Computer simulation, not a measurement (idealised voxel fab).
You're looking at the process module voxel self aligned contacts.
We display cut, a cross-section 185 nm in width whose square cells are each 5 nm.
A cross-section in this document is a grid of square cells, and it is written down as bands, the top band listed before the ones below it; a band is made up of one or more rows of cells. Quick guide to a band line: top height, bottom height (nm) up front; then every material left to right with its width in nm. Only one material and it's marked "throughout"? Then it fills the band edge to edge. And "empty" just means empty space. It should be noted that heights are counted from 0, beneath which the wafer as supplied is of one material throughout, and that the lowest band possesses no lower boundary but continues downward, as written in "from 0 down". You'd read "30..40" like this: the band's top row of cells is as wide as the first number, its bottom row is as wide as the second, and going down, every row changes width by the same amount as the row before did. Where a step carries "changes: none", the cross-section came out of it unchanged, cell for cell. This entry, "Enclosed empty spaces", enumerates those empty regions of no fewer than 8 cells that possess no open connection to the top. Each region is reported in the form width x height at distance, the distance being taken from the left edge, with all three quantities expressed in nm. Anything after a step's settings on that line? It's the simulator's own note about the step. A step line may carry the setting "overlay nm", which, for steps involving a mask, states the distance by which the mask lay to the right of its intended position; negative values denote displacement to the left.
## Steps planned for the process
1. RECEIVE [material Si]
2. CONFORMAL_DEP [material SiO2] [thk nm 5]
3. DIRECTIONAL_DEP [material polySi] [thk nm 30]
4. DIRECTIONAL_DEP [material SiN] [thk nm 20]
5. PATTERN [tone cover] [mask id GATE] [material resist] [width nm 25] [pitch nm 60] [thk nm 20] [overlay nm 0]
6. DIRECTIONAL_ETCH [etch materials SiN] [depth nm 20]
7. DIRECTIONAL_ETCH [etch materials polySi] [depth nm 30]
8. STRIP [etch materials resist]
9. CONFORMAL_DEP [material SiN] [thk nm 10]
10. DIRECTIONAL_ETCH [etch materials SiN] [depth nm 10]
11. FILL_DEP [material SiO2] [thk nm 20]
12. CMP [height nm 65]
13. PATTERN [tone open] [mask id CONTACT] [material resist] [width nm 45] [thk nm 15] [overlay nm 0]
14. DIRECTIONAL_ETCH [etch materials SiO2] [depth nm 65]
15. STRIP [etch materials resist]
16. CONFORMAL_DEP [material TiN] [thk nm 5]
17. FILL_DEP [material W] [thk nm 5]
18. CMP [height nm 65]
19. CONFORMAL_DEP [material SiCN] [thk nm 5]
## as received, after step 1
* from 0 down = Si throughout
* Enclosed empty spaces: none
## Cross-section at module end, one run error; start and plan unchanged from above
* from 70 to 65 = polySi throughout
* from 65 to 55 = SiO2: 70 / TiN: 5..20 / W: 35..5 / TiN: 5..20 / SiO2: 70
* from 55 to 35 = SiO2: 40 / SiN: 45 / TiN: 5 / W: 5 / TiN: 5 / SiN: 45 / SiO2: 40
* from 35 to 5 = SiO2: 40 / SiN: 10 / polySi: 25 / SiN: 10 / TiN: 5 / W: 5 / TiN: 5 / SiN: 10 / polySi: 25 / SiN: 10 / SiO2: 40
* from 5 to 0 = SiO2: 85 / TiN: 15 / SiO2: 85
* from 0 down = Si throughout
* Enclosed empty spaces: none
Deviation noted in wafer processing: step 19 deviated from plan and actually ran as CONFORMAL_DEP [material polySi] [thk nm 5]
